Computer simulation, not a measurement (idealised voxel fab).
The process module that follows is named voxel local oxidation.
Section cut is 165 nm wide and gridded with 5 nm square cells.
Cross-section = grid of square cells, listed top down in bands; band = one or more rows.
In this notation a band is specified by the heights of its top and bottom, in that order and in nm, after which its materials appear from left to right, each paired with its width in nm. The word "everywhere" attached to a single material means that material fills the band from edge to edge; the word "empty" stands for empty space.
We count height from 0. Below that, the starting wafer is all one material. The lowest band never ends at the bottom but goes on down; see "from 0 down" for how that is written.
Think of "30 to 40" as a width that walks from the first number to the second as you go down the band, top row to bottom row, taking equal-sized steps from row to row.
A step reported as "remained the same" is a step in which no cell of the cross-section changed.
Voids not open to the top, 8 cells minimum: see "Enclosed void inventory". Written width x height at distance; distance is from the left edge; nm.
It should be noted that, on the line of a given step, the content following the step's settings is a remark produced by the simulator itself with respect to that step.
"overlay nm" on a masked step: distance the mask lay right of its planned place, negative for left.

## List of planned process steps
1,RECEIVE with material Si
2,OXIDIZE with depth nm 5
3,CONFORMAL_DEP with material SiN, thk nm 10
4,MASKED_ETCH with tone cover, mask id ACTIVE, width nm 110, etch materials SiN, depth nm 10, overlay nm 0
5,SELECTIVE_ETCH with etch materials SiO2, depth nm 5
6,OXIDIZE with depth nm 15
7,STRIP with etch materials SiN

## Received-state cross-section, reflecting completion of step 1
    from 0 down = Si everywhere
    Enclosed void inventory: none

## The plan above was carried out on the starting structure above with one mistake, and this cross-section shows the wafer at the end of the module
    from -5 to -20 = SiO2 everywhere
    from -20 down = Si everywhere
    Enclosed void inventory: none
So what did we get wrong on this run? step 3 of the plan did not run at all; it was left out
